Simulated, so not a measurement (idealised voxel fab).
Proc. module: voxel double patterning
The width of the displayed cross-section, cut, is 295 nm; its cells are square, with a size of 5 nm.
We lay out every cross-section as a grid of square cells and spell it out in bands from the top down, where one band means one or more rows of cells.
First you get the band's top height and its bottom height, in nm, and then the materials it's made of, left to right, with each width in nm. If you see a single material with "all across", that one covers the band edge to edge. "empty" is empty space.
A quick word on heights: they are counted from 0, and under that level the wafer as it came to us is one material throughout. The lowest band is different from the rest in having no bottom; it simply continues downward, written as in "top 0, no bottom".
Width: "30..40" (first number = top row, second number = bottom row, same change from row to row of cells).
No cell of the cross-section changed in a step that is given as "remains unaltered".
Closed empty spaces (no open way to the top) of 8 cells or more are what "Sealed cavities" lists, each as width x height at distance from the left edge, nm for all three.
On a step's line, text after the settings is the simulator commenting on that step.
You can add "overlay nm" to a step's line. For a step with a mask, it describes how far the mask lay to the right of its planned position, and a negative number describes a lay to the left.
[Process steps - plan]
| 1 | RECEIVE: material Si |
| 2 | CONFORMAL_DEP: material SiN, thk nm 5 |
| 3 | DIRECTIONAL_DEP: material SiO2, thk nm 10 |
| 4 | DIRECTIONAL_DEP: material SiCN, thk nm 10 |
| 5 | MASKED_ETCH: tone open, mask id FIRST, width nm 15, pitch nm 50, etch materials SiCN, depth nm 10, overlay nm 0 |
| 6 | PATTERN: tone open, mask id SECOND, material resist, width nm 15, thk nm 15, overlay nm 0 |
| 7 | DIRECTIONAL_ETCH: etch materials SiCN, depth nm 10 |
| 8 | STRIP: etch materials resist |
| 9 | DIRECTIONAL_ETCH: etch materials SiO2, depth nm 10 |
| 10 | STRIP: etch materials SiCN |
[First wafer out of two, processed as planned]
[Cross-section of the wafer upon arrival, representing the state reached after step 1]
* top 0, no bottom  Si all across
* Sealed cavities: none
[Take a look at the wafer's cross-section after step 2]
* top 5, bottom 0  SiN all across
* No changes below 0.
[Take a look at the wafer's cross-section after step 3]
* top 15, bottom 5  SiO2 all across
* No changes below 5.
[Take a look at the wafer's cross-section after step 4]
* top 25, bottom 15  SiCN all across
* No changes below 15.
[Take a look at the wafer's cross-section after step 5]
* top 25, bottom 15  SiCN (115) / empty (15) / SiCN (35) / empty (15) / SiCN (115)
* No changes below 15.
[Take a look at the wafer's cross-section after step 6]
* top 40, bottom 25  resist (140) / empty (15) / resist (140)
* top 25, bottom 15  SiCN (115) / resist (15) / SiCN (35) / resist (15) / SiCN (115)
* No changes below 15.
[Take a look at the wafer's cross-section after step 7]
* top 40, bottom 25  resist (140) / empty (15) / resist (140)
* top 25, bottom 15  SiCN (115) / resist (15) / SiCN (10) / empty (15) / SiCN (10) / resist (15) / SiCN (115)
* No changes below 15.
[Take a look at the wafer's cross-section after step 8]
* top 25, bottom 15  SiCN (115) / empty (15) / SiCN (10) / empty (15) / SiCN (10) / empty (15) / SiCN (115)
* No changes below 15.
[Take a look at the wafer's cross-section after step 9]
* top 25, bottom 15  SiCN (115) / empty (15) / SiCN (10) / empty (15) / SiCN (10) / empty (15) / SiCN (115)
* top 15, bottom 5  SiO2 (115) / empty (15) / SiO2 (10) / empty (15) / SiO2 (10) / empty (15) / SiO2 (115)
* No changes below 5.
[Take a look at the wafer's cross-section after step 10]
* top 15, bottom 5  SiO2 (115) / empty (15) / SiO2 (10) / empty (15) / SiO2 (10) / empty (15) / SiO2 (115)
* No changes below 5.
[Second of two: same start, same plan, one run error; steps up to and including 1 match the first]
[when step 2 should have ended]
* top 5, bottom 0  SiO2 all across
* No changes below 0.
[when step 3 should have ended]
* top 15, bottom 0  SiO2 all across
* No changes below 0.
[when step 4 should have ended]
* top 25, bottom 15  SiCN all across
* No changes below 15.
[when step 5 should have ended]
* top 25, bottom 15  SiCN (115) / empty (15) / SiCN (35) / empty (15) / SiCN (115)
* No changes below 15.
[when step 6 should have ended]
* top 40, bottom 25  resist (140) / empty (15) / resist (140)
* top 25, bottom 15  SiCN (115) / resist (15) / SiCN (35) / resist (15) / SiCN (115)
* No changes below 15.
[when step 7 should have ended]
* top 40, bottom 25  resist (140) / empty (15) / resist (140)
* top 25, bottom 15  SiCN (115) / resist (15) / SiCN (10) / empty (15) / SiCN (10) / resist (15) / SiCN (115)
* No changes below 15.
[when step 8 should have ended]
* top 25, bottom 15  SiCN (115) / empty (15) / SiCN (10) / empty (15) / SiCN (10) / empty (15) / SiCN (115)
* No changes below 15.
[when step 9 should have ended]
* top 25, bottom 15  SiCN (115) / empty (15) / SiCN (10) / empty (15) / SiCN (10) / empty (15) / SiCN (115)
* top 15, bottom 5  SiO2 (115) / empty (15) / SiO2 (10) / empty (15) / SiO2 (10) / empty (15) / SiO2 (115)
* No changes below 5.
[when step 10 should have ended]
* top 15, bottom 5  SiO2 (115) / empty (15) / SiO2 (10) / empty (15) / SiO2 (10) / empty (15) / SiO2 (115)
* No changes below 5.
The mistake made against the process plan was this: step 2 changed vs plan, executed as CONFORMAL_DEP: material SiO2, thk nm 5
End check, counted in cells, second wafer has more or fewer of these materials than the first: SiN: 59 fewer; SiO2: 59 more
